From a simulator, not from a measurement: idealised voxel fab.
The following is a process module called voxel self aligned vias.
For reference, the cross-section in this document is cut, with width 220 nm and square cells of 5 nm.
Bands, listed from the top down, are how a cross-section gets written in this document; the cross-section itself is a grid of square cells, and a band is one or more rows of them.
For a band, the entry starts with two heights in nm, that of the top and then that of the bottom, and carries on with the band's materials in order from left to right, each alongside its width in nm; the word "all across" beside a single material means it fills the band edge to edge, and "air" means empty space.
Counting heights begins at 0, where everything beneath is, in the wafer as received, one material. The lowest band has no bottom; it goes on downwards, as "0 nm and below" shows.
So if you see something like "30 to 40" for the width, read it as the top row of the band sitting at the first number and the bottom row at the second, with every row in between moving by the same amount as the last.
"no modifications" -> step changed no cross-section cell.
In the "Enclosed empty spaces" entry, you get each enclosed empty space of 8 cells or more, one with no open way to the top, written width x height at distance, distance from the left edge, in nm.
Whatever follows a step's settings on its line is a remark the simulator itself makes about that step.
"overlay nm" on a masked step: distance the mask lay right of its planned place, negative for left.

### The planned process steps are enumerated hereunder
- 1: RECEIVE, material Si
- 2: CONFORMAL_DEP, material SiO2, thk nm 15
- 3: CONFORMAL_DEP, material SiCN, thk nm 5
- 4: DIRECTIONAL_DEP, material SiO2, thk nm 25
- 5: DIRECTIONAL_DEP, material aC, thk nm 10
- 6: PATTERN, tone open, mask id LINES, material resist, width nm 30, pitch nm 70, thk nm 25, overlay nm 0
- 7: DIRECTIONAL_ETCH, etch materials aC, depth nm 10
- 8: STRIP, etch materials resist
- 9: DIRECTIONAL_ETCH, etch materials SiO2, depth nm 25
- 10: STRIP, etch materials aC
- 11: CONFORMAL_DEP, material TiN, thk nm 5
- 12: FILL_DEP, material Ru, thk nm 10
- 13: CMP, height nm 45
- 14: SELECTIVE_ETCH, etch materials W Ru TiN, depth nm 10
- 15: FILL_DEP, material SiN, thk nm 10
- 16: CMP, height nm 45
- 17: DIRECTIONAL_DEP, material SiO2, thk nm 15
- 18: MASKED_ETCH, tone open, mask id VIAS, width nm 50, pitch nm 70, etch materials SiO2, depth nm 15, overlay nm 0
- 19: MASKED_ETCH, tone open, mask id VIAS, width nm 50, pitch nm 70, etch materials SiN, depth nm 10, overlay nm 0
- 20: CONFORMAL_DEP, material TiN, thk nm 5
- 21: FILL_DEP, material Cu, thk nm 5
- 22: CMP, height nm 60
- 23: CONFORMAL_DEP, material SiCN, thk nm 5

### First wafer of two (run as planned)

### Wafer at receipt (post step 1), cross-section
  0 nm and below | Si all across
  Enclosed empty spaces: none

### Upon completion of step 2, the wafer appears in cross-section as shown
  15 nm to 0 nm | SiO2 all across
  Below 0, the layers are the same as they were.

### Upon completion of step 3, the wafer appears in cross-section as shown
  20 nm to 15 nm | SiCN all across
  Below 15, the layers are the same as they were.

### Upon completion of step 4, the wafer appears in cross-section as shown
  45 nm to 20 nm | SiO2 all across
  Below 20, the layers are the same as they were.

### Upon completion of step 5, the wafer appears in cross-section as shown
  55 nm to 45 nm | aC all across
  Below 45, the layers are the same as they were.

### Upon completion of step 6, the wafer appears in cross-section as shown
  80 nm to 55 nm | resist=60, air=30, resist=40, air=30, resist=60
  Below 55, the layers are the same as they were.

### Upon completion of step 7, the wafer appears in cross-section as shown
  70 nm to 55 nm | resist=60, air=30, resist=40, air=30, resist=60
  55 nm to 45 nm | aC=60, air=30, aC=40, air=30, aC=60
  Below 45, the layers are the same as they were.

### Upon completion of step 8, the wafer appears in cross-section as shown
  55 nm to 45 nm | aC=60, air=30, aC=40, air=30, aC=60
  Below 45, the layers are the same as they were.

### Upon completion of step 9, the wafer appears in cross-section as shown
  55 nm to 45 nm | aC=60, air=30, aC=40, air=30, aC=60
  45 nm to 20 nm | SiO2=60, air=30, SiO2=40, air=30, SiO2=60
  Below 20, the layers are the same as they were.

### Upon completion of step 10, the wafer appears in cross-section as shown
  45 nm to 20 nm | SiO2=60, air=30, SiO2=40, air=30, SiO2=60
  Below 20, the layers are the same as they were.

### Upon completion of step 11, the wafer appears in cross-section as shown
  50 nm to 45 nm | TiN=65, air=20, TiN=50, air=20, TiN=65
  45 nm to 25 nm | SiO2=60, TiN=5, air=20, TiN=5, SiO2=40, TiN=5, air=20, TiN=5, SiO2=60
  25 nm to 20 nm | SiO2=60, TiN=30, SiO2=40, TiN=30, SiO2=60
  Below 20, the layers are the same as they were.

### Upon completion of step 12, the wafer appears in cross-section as shown
  60 nm to 50 nm | Ru all across
  50 nm to 45 nm | TiN=65, Ru=20, TiN=50, Ru=20, TiN=65
  45 nm to 25 nm | SiO2=60, TiN=5, Ru=20, TiN=5, SiO2=40, TiN=5, Ru=20, TiN=5, SiO2=60
  Below 25, the layers are the same as they were.

### Upon completion of step 13, the wafer appears in cross-section as shown
  45 nm to 25 nm | SiO2=60, TiN=5, Ru=20, TiN=5, SiO2=40, TiN=5, Ru=20, TiN=5, SiO2=60
  Below 25, the layers are the same as they were.

### Upon completion of step 14, the wafer appears in cross-section as shown
  45 nm to 35 nm | SiO2=60, air=30, SiO2=40, air=30, SiO2=60
  Below 35, the layers are the same as they were.

### Upon completion of step 15, the wafer appears in cross-section as shown
  55 nm to 45 nm | SiN all across
  45 nm to 35 nm | SiO2=60, SiN=30, SiO2=40, SiN=30, SiO2=60
  Below 35, the layers are the same as they were.

### Upon completion of step 16, the wafer appears in cross-section as shown
  45 nm to 35 nm | SiO2=60, SiN=30, SiO2=40, SiN=30, SiO2=60
  Below 35, the layers are the same as they were.

### Upon completion of step 17, the wafer appears in cross-section as shown
  60 nm to 45 nm | SiO2 all across
  Below 45, the layers are the same as they were.

### Upon completion of step 18, the wafer appears in cross-section as shown
  60 nm to 45 nm | SiO2=50, air=50, SiO2=20, air=50, SiO2=50
  Below 45, the layers are the same as they were.

### Upon completion of step 19, the wafer appears in cross-section as shown
  60 nm to 45 nm | SiO2=50, air=50, SiO2=20, air=50, SiO2=50
  45 nm to 35 nm | SiO2=60, air=30, SiO2=40, air=30, SiO2=60
  Below 35, the layers are the same as they were.

### Upon completion of step 20, the wafer appears in cross-section as shown
  65 nm to 60 nm | TiN=55, air=40, TiN=30, air=40, TiN=55
  60 nm to 50 nm | SiO2=50, TiN=5, air=40, TiN=5, SiO2=20, TiN=5, air=40, TiN=5, SiO2=50
  50 nm to 40 nm | SiO2=50 to 60, TiN=15 to 5, air=20, TiN=15 to 5, SiO2=20 to 40, TiN=15 to 5, air=20, TiN=15 to 5, SiO2=50 to 60
  40 nm to 35 nm | SiO2=60, TiN=30, SiO2=40, TiN=30, SiO2=60
  Below 35, the layers are the same as they were.

### Upon completion of step 21, the wafer appears in cross-section as shown
  70 nm to 65 nm | Cu all across
  65 nm to 60 nm | TiN=55, Cu=40, TiN=30, Cu=40, TiN=55
  60 nm to 50 nm | SiO2=50, TiN=5, Cu=40, TiN=5, SiO2=20, TiN=5, Cu=40, TiN=5, SiO2=50
  50 nm to 40 nm | SiO2=50 to 60, TiN=15 to 5, Cu=20, TiN=15 to 5, SiO2=20 to 40, TiN=15 to 5, Cu=20, TiN=15 to 5, SiO2=50 to 60
  Below 40, the layers are the same as they were.

### Upon completion of step 22, the wafer appears in cross-section as shown
  60 nm to 50 nm | SiO2=50, TiN=5, Cu=40, TiN=5, SiO2=20, TiN=5, Cu=40, TiN=5, SiO2=50
  Below 50, the layers are the same as they were.

### Upon completion of step 23, the wafer appears in cross-section as shown
  65 nm to 60 nm | SiCN all across
  Below 60, the layers are the same as they were.

### The second wafer was prepared from the same starting point and under the same plan as the first; its processing contained one mistake, and it remains indistinguishable from the first wafer up to and including step 1

### Second wafer profile in section, at the moment step 2 of the plan was meant to be complete
  15 nm to 0 nm | SiCN all across
  Below 0, the layers are the same as they were.

### Second wafer profile in section, at the moment step 3 of the plan was meant to be complete
  20 nm to 0 nm | SiCN all across
  Below 0, the layers are the same as they were.

### Second wafer profile in section, at the moment step 4 of the plan was meant to be complete
  45 nm to 20 nm | SiO2 all across
  Below 20, the layers are the same as they were.

### Second wafer profile in section, at the moment step 5 of the plan was meant to be complete
  55 nm to 45 nm | aC all across
  Below 45, the layers are the same as they were.

### Second wafer profile in section, at the moment step 6 of the plan was meant to be complete
  80 nm to 55 nm | resist=60, air=30, resist=40, air=30, resist=60
  Below 55, the layers are the same as they were.

### Second wafer profile in section, at the moment step 7 of the plan was meant to be complete
  70 nm to 55 nm | resist=60, air=30, resist=40, air=30, resist=60
  55 nm to 45 nm | aC=60, air=30, aC=40, air=30, aC=60
  Below 45, the layers are the same as they were.

### Second wafer profile in section, at the moment step 8 of the plan was meant to be complete
  55 nm to 45 nm | aC=60, air=30, aC=40, air=30, aC=60
  Below 45, the layers are the same as they were.

### Second wafer profile in section, at the moment step 9 of the plan was meant to be complete
  55 nm to 45 nm | aC=60, air=30, aC=40, air=30, aC=60
  45 nm to 20 nm | SiO2=60, air=30, SiO2=40, air=30, SiO2=60
  Below 20, the layers are the same as they were.

### Second wafer profile in section, at the moment step 10 of the plan was meant to be complete
  45 nm to 20 nm | SiO2=60, air=30, SiO2=40, air=30, SiO2=60
  Below 20, the layers are the same as they were.

### Second wafer profile in section, at the moment step 11 of the plan was meant to be complete
  50 nm to 45 nm | TiN=65, air=20, TiN=50, air=20, TiN=65
  45 nm to 25 nm | SiO2=60, TiN=5, air=20, TiN=5, SiO2=40, TiN=5, air=20, TiN=5, SiO2=60
  25 nm to 20 nm | SiO2=60, TiN=30, SiO2=40, TiN=30, SiO2=60
  Below 20, the layers are the same as they were.

### Second wafer profile in section, at the moment step 12 of the plan was meant to be complete
  60 nm to 50 nm | Ru all across
  50 nm to 45 nm | TiN=65, Ru=20, TiN=50, Ru=20, TiN=65
  45 nm to 25 nm | SiO2=60, TiN=5, Ru=20, TiN=5, SiO2=40, TiN=5, Ru=20, TiN=5, SiO2=60
  Below 25, the layers are the same as they were.

### Second wafer profile in section, at the moment step 13 of the plan was meant to be complete
  45 nm to 25 nm | SiO2=60, TiN=5, Ru=20, TiN=5, SiO2=40, TiN=5, Ru=20, TiN=5, SiO2=60
  Below 25, the layers are the same as they were.

### Second wafer profile in section, at the moment step 14 of the plan was meant to be complete
  45 nm to 35 nm | SiO2=60, air=30, SiO2=40, air=30, SiO2=60
  Below 35, the layers are the same as they were.

### Second wafer profile in section, at the moment step 15 of the plan was meant to be complete
  55 nm to 45 nm | SiN all across
  45 nm to 35 nm | SiO2=60, SiN=30, SiO2=40, SiN=30, SiO2=60
  Below 35, the layers are the same as they were.

### Second wafer profile in section, at the moment step 16 of the plan was meant to be complete
  45 nm to 35 nm | SiO2=60, SiN=30, SiO2=40, SiN=30, SiO2=60
  Below 35, the layers are the same as they were.

### Second wafer profile in section, at the moment step 17 of the plan was meant to be complete
  60 nm to 45 nm | SiO2 all across
  Below 45, the layers are the same as they were.

### Second wafer profile in section, at the moment step 18 of the plan was meant to be complete
  60 nm to 45 nm | SiO2=50, air=50, SiO2=20, air=50, SiO2=50
  Below 45, the layers are the same as they were.

### Second wafer profile in section, at the moment step 19 of the plan was meant to be complete
  60 nm to 45 nm | SiO2=50, air=50, SiO2=20, air=50, SiO2=50
  45 nm to 35 nm | SiO2=60, air=30, SiO2=40, air=30, SiO2=60
  Below 35, the layers are the same as they were.

### Second wafer profile in section, at the moment step 20 of the plan was meant to be complete
  65 nm to 60 nm | TiN=55, air=40, TiN=30, air=40, TiN=55
  60 nm to 50 nm | SiO2=50, TiN=5, air=40, TiN=5, SiO2=20, TiN=5, air=40, TiN=5, SiO2=50
  50 nm to 40 nm | SiO2=50 to 60, TiN=15 to 5, air=20, TiN=15 to 5, SiO2=20 to 40, TiN=15 to 5, air=20, TiN=15 to 5, SiO2=50 to 60
  40 nm to 35 nm | SiO2=60, TiN=30, SiO2=40, TiN=30, SiO2=60
  Below 35, the layers are the same as they were.

### Second wafer profile in section, at the moment step 21 of the plan was meant to be complete
  70 nm to 65 nm | Cu all across
  65 nm to 60 nm | TiN=55, Cu=40, TiN=30, Cu=40, TiN=55
  60 nm to 50 nm | SiO2=50, TiN=5, Cu=40, TiN=5, SiO2=20, TiN=5, Cu=40, TiN=5, SiO2=50
  50 nm to 40 nm | SiO2=50 to 60, TiN=15 to 5, Cu=20, TiN=15 to 5, SiO2=20 to 40, TiN=15 to 5, Cu=20, TiN=15 to 5, SiO2=50 to 60
  Below 40, the layers are the same as they were.

### Second wafer profile in section, at the moment step 22 of the plan was meant to be complete
  60 nm to 50 nm | SiO2=50, TiN=5, Cu=40, TiN=5, SiO2=20, TiN=5, Cu=40, TiN=5, SiO2=50
  Below 50, the layers are the same as they were.

### Second wafer profile in section, at the moment step 23 of the plan was meant to be complete
  65 nm to 60 nm | SiCN all across
  Below 60, the layers are the same as they were.
What went wrong in running the wafer? step 2 ran differently from the plan; actual operation with settings: CONFORMAL_DEP, material SiCN, thk nm 15
Final difference in cells, second wafer against first, listed per material as more or fewer: SiCN: 132 more; SiO2: 132 fewer
